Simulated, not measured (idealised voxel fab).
Presented below is a process module, voxel ribs on slabs.
Xsec cut, 225 nm wide, square cell size 5 nm.
If you're reading a cross-section in this doc, picture square cells in a grid; it comes to you as bands, top ones listed first down to the bottom, and a band can be one or more rows of cells.
Quick guide to a band line: top height, bottom height (nm) up front; then every material left to right with its width in nm. Only one material and it's marked "all across"? Then it fills the band edge to edge. And "air" just means empty space.
Height reference: 0 = level under which incoming wafer is all one material. Lowest band: no bottom, runs on downward, e.g. "0..down".
Per-row width for "30..40": begins at first number (top row of band), ends at second number (bottom row), increment between rows held constant.
It should be understood that the words "remained the same", when stated for a given step, signify that the cross-section underwent no change in any of its cells during that step.
In the "Fully sealed voids" entry, you get each enclosed empty space of 8 cells or more, one with no open way to the top, written width x height at distance, distance from the left edge, in nm.
Where a step's line continues beyond its settings, the continuation is a remark by the simulator itself on that step.
overlay nm: how far to the right of its planned place the mask lay on this masked step (negative: to the left).

List of planned process steps:
step 1: RECEIVE with material Si
step 2: DIRECTIONAL_DEP with material SiO2, thk nm 20
step 3: DIRECTIONAL_DEP with material SiN, thk nm 15
step 4: PATTERN with tone cover, mask id RIB, material resist, width nm 15, thk nm 20, overlay nm 0
step 5: DIRECTIONAL_ETCH with etch materials SiN, depth nm 10
step 6: STRIP with etch materials resist
step 7: PATTERN with tone cover, mask id SLAB, material resist, width nm 65, thk nm 20, overlay nm 0
step 8: DIRECTIONAL_ETCH with etch materials SiN, depth nm 5
step 9: STRIP with etch materials resist
step 10: FILL_DEP with material SiO2, thk nm 20
step 11: CMP with height nm 50
step 12: DIRECTIONAL_DEP with material TiN, thk nm 10
step 13: PATTERN with tone cover, mask id HEATER, material resist, width nm 25, thk nm 15, overlay nm 0
step 14: DIRECTIONAL_ETCH with etch materials TiN, depth nm 10
step 15: STRIP with etch materials resist
step 16: CONFORMAL_DEP with material SiN, thk nm 10

First wafer, two in total, run as planned:

This is the cross-section of the wafer as we received it, i.e. after step 1:
	0..down: Si all across
	Fully sealed voids: none

The following cross-section depicts the wafer upon completion of step 2:
	20..0: SiO2 all across
	Note: structure below 0 unchanged.

The following cross-section depicts the wafer upon completion of step 3:
	35..20: SiN all across
	Note: structure below 20 unchanged.

The following cross-section depicts the wafer upon completion of step 4:
	55..35: air (105), then resist (15), then air (105)
	Note: structure below 35 unchanged.

The following cross-section depicts the wafer upon completion of step 5:
	55..35: air (105), then resist (15), then air (105)
	35..25: air (105), then SiN (15), then air (105)
	Note: structure below 25 unchanged.

The following cross-section depicts the wafer upon completion of step 6:
	35..25: air (105), then SiN (15), then air (105)
	Note: structure below 25 unchanged.

The following cross-section depicts the wafer upon completion of step 7:
	55..35: air (80), then resist (65), then air (80)
	35..25: air (80), then resist (25), then SiN (15), then resist (25), then air (80)
	Note: structure below 25 unchanged.

The following cross-section depicts the wafer upon completion of step 8:
	55..35: air (80), then resist (65), then air (80)
	35..25: air (80), then resist (25), then SiN (15), then resist (25), then air (80)
	25..20: air (80), then SiN (65), then air (80)
	Note: structure below 20 unchanged.

The following cross-section depicts the wafer upon completion of step 9:
	35..25: air (105), then SiN (15), then air (105)
	Note: structure below 25 unchanged.

The following cross-section depicts the wafer upon completion of step 10:
	55..35: SiO2 all across
	35..25: SiO2 (105), then SiN (15), then SiO2 (105)
	25..20: SiO2 (80), then SiN (65), then SiO2 (80)
	Note: structure below 20 unchanged.

The following cross-section depicts the wafer upon completion of step 11:
	50..35: SiO2 all across
	Note: structure below 35 unchanged.

The following cross-section depicts the wafer upon completion of step 12:
	60..50: TiN all across
	Note: structure below 50 unchanged.

The following cross-section depicts the wafer upon completion of step 13:
	75..60: air (100), then resist (25), then air (100)
	Note: structure below 60 unchanged.

The following cross-section depicts the wafer upon completion of step 14:
	75..60: air (100), then resist (25), then air (100)
	60..50: air (100), then TiN (25), then air (100)
	Note: structure below 50 unchanged.

The following cross-section depicts the wafer upon completion of step 15:
	60..50: air (100), then TiN (25), then air (100)
	Note: structure below 50 unchanged.

The following cross-section depicts the wafer upon completion of step 16:
	70..60: air (90), then SiN (45), then air (90)
	60..50: SiN (100), then TiN (25), then SiN (100)
	Note: structure below 50 unchanged.

Now the other wafer: same start, same recipe, but we messed up one thing when running it. Up to and including step 1 it's the same as the first one:

Cross-sectional view of the second wafer at the intended end time of process step 2:
	40..0: SiO2 all across
	Note: structure below 0 unchanged.

Cross-sectional view of the second wafer at the intended end time of process step 3:
	55..40: SiN all across
	Note: structure below 40 unchanged.

Cross-sectional view of the second wafer at the intended end time of process step 4:
	75..55: air (105), then resist (15), then air (105)
	Note: structure below 55 unchanged.

Cross-sectional view of the second wafer at the intended end time of process step 5:
	75..55: air (105), then resist (15), then air (105)
	55..45: air (105), then SiN (15), then air (105)
	Note: structure below 45 unchanged.

Cross-sectional view of the second wafer at the intended end time of process step 6:
	55..45: air (105), then SiN (15), then air (105)
	Note: structure below 45 unchanged.

Cross-sectional view of the second wafer at the intended end time of process step 7:
	75..55: air (80), then resist (65), then air (80)
	55..45: air (80), then resist (25), then SiN (15), then resist (25), then air (80)
	Note: structure below 45 unchanged.

Cross-sectional view of the second wafer at the intended end time of process step 8:
	75..55: air (80), then resist (65), then air (80)
	55..45: air (80), then resist (25), then SiN (15), then resist (25), then air (80)
	45..40: air (80), then SiN (65), then air (80)
	Note: structure below 40 unchanged.

Cross-sectional view of the second wafer at the intended end time of process step 9:
	55..45: air (105), then SiN (15), then air (105)
	Note: structure below 45 unchanged.

Cross-sectional view of the second wafer at the intended end time of process step 10:
	75..55: SiO2 all across
	55..45: SiO2 (105), then SiN (15), then SiO2 (105)
	45..40: SiO2 (80), then SiN (65), then SiO2 (80)
	Note: structure below 40 unchanged.

Cross-sectional view of the second wafer at the intended end time of process step 11:
	50..40: SiO2 (105..80), then SiN (15..65), then SiO2 (105..80)
	Note: structure below 40 unchanged.

Cross-sectional view of the second wafer at the intended end time of process step 12:
	60..50: TiN all across
	Note: structure below 50 unchanged.

Cross-sectional view of the second wafer at the intended end time of process step 13:
	75..60: air (100), then resist (25), then air (100)
	Note: structure below 60 unchanged.

Cross-sectional view of the second wafer at the intended end time of process step 14:
	75..60: air (100), then resist (25), then air (100)
	60..50: air (100), then TiN (25), then air (100)
	Note: structure below 50 unchanged.

Cross-sectional view of the second wafer at the intended end time of process step 15:
	60..50: air (100), then TiN (25), then air (100)
	Note: structure below 50 unchanged.

Cross-sectional view of the second wafer at the intended end time of process step 16:
	70..60: air (90), then SiN (45), then air (90)
	60..50: SiN (100), then TiN (25), then SiN (100)
	Note: structure below 50 unchanged.
Deviation noted in wafer processing: step 2 was run twice
Heads up, by the end the second wafer has more or fewer cells of some materials compared to the first: SiN: 3 fewer; SiO2: 3 more
